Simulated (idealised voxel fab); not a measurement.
You're looking at the process module voxel air gaps.
Displayed cross-section: cut, width of 235 nm, square cells sized 5 nm.
Cross-section = grid of square cells, listed top down in bands; band = one or more rows.
First you get the band's top height and its bottom height, in nm, and then the materials it's made of, left to right, with each width in nm. If you see a single material with "throughout", that one covers the band edge to edge. "empty" is empty space.
Counting heights begins at 0, where everything beneath is, in the wafer as received, one material. The lowest band has no bottom; it goes on downwards, as "0..down" shows.
You'd read "30..40" like this: the band's top row of cells is as wide as the first number, its bottom row is as wide as the second, and going down, every row changes width by the same amount as the row before did.
The cross-section has no changed cell in any step marked "no change occurred".
The entry titled "Catalogued sealed voids" provides the empty spaces that have no open way to the top, restricted to those of 8 cells or more. Each is presented as width x height at distance, the distance being measured from the left edge, with all three in nm.
Formally, on a step line, whatever follows the settings is a remark that the simulator itself makes on the step.
overlay nm, on a step with a mask: how far to the right of its planned place the mask lay; to the left if negative
Process steps (planned):
step 1: RECEIVE with material Si
step 2: CONFORMAL_DEP with material SiO2, thk nm 10
step 3: CONFORMAL_DEP with material SiN, thk nm 5
step 4: DIRECTIONAL_DEP with material SiO2, thk nm 40
step 5: MASKED_ETCH with tone open, mask id LINES, width nm 25, pitch nm 55, etch materials SiO2, depth nm 40, overlay nm -5
step 6: CONFORMAL_DEP with material TiN, thk nm 5
step 7: FILL_DEP with material Ru, thk nm 5
step 8: CMP with height nm 55
step 9: EPI with material Ru, thk nm 10
step 10: SELECTIVE_ETCH with etch materials SiO2, depth nm 50
step 11: CONFORMAL_DEP with material SiCN, thk nm 5
It is noted that the wafers described herein are identical at the outset and are distinguished by the overlay nm of step 5; the value stated in the plan corresponds to the first wafer.
Cross-section: the first of several wafers in its as-received state, i.e. following step 1:
	0..down: Si throughout
	Catalogued sealed voids: none
Per-wafer rows below. For each material: cells gained (+) or lost (-) since the wafer was received, as of end of module. Then: closed voids:
overlay nm -5; +156 Ru; +159 SiCN; +47 SiN; +94 SiO2; +76 TiN; Catalogued sealed voids: 10 x 30 at 0; 20 x 30 at 45; 20 x 30 at 100; 20 x 30 at 155
overlay nm 0; +156 Ru; +159 SiCN; +47 SiN; +94 SiO2; +76 TiN; Catalogued sealed voids: 20 x 30 at 50; 20 x 30 at 105; 20 x 30 at 160
overlay nm 5; +156 Ru; +159 SiCN; +47 SiN; +94 SiO2; +76 TiN; Catalogued sealed voids: 20 x 30 at 55; 20 x 30 at 110; 20 x 30 at 165
overlay nm 10; +156 Ru; +159 SiCN; +47 SiN; +94 SiO2; +76 TiN; Catalogued sealed voids: 20 x 30 at 60; 20 x 30 at 115; 20 x 30 at 170; 10 x 30 at 225
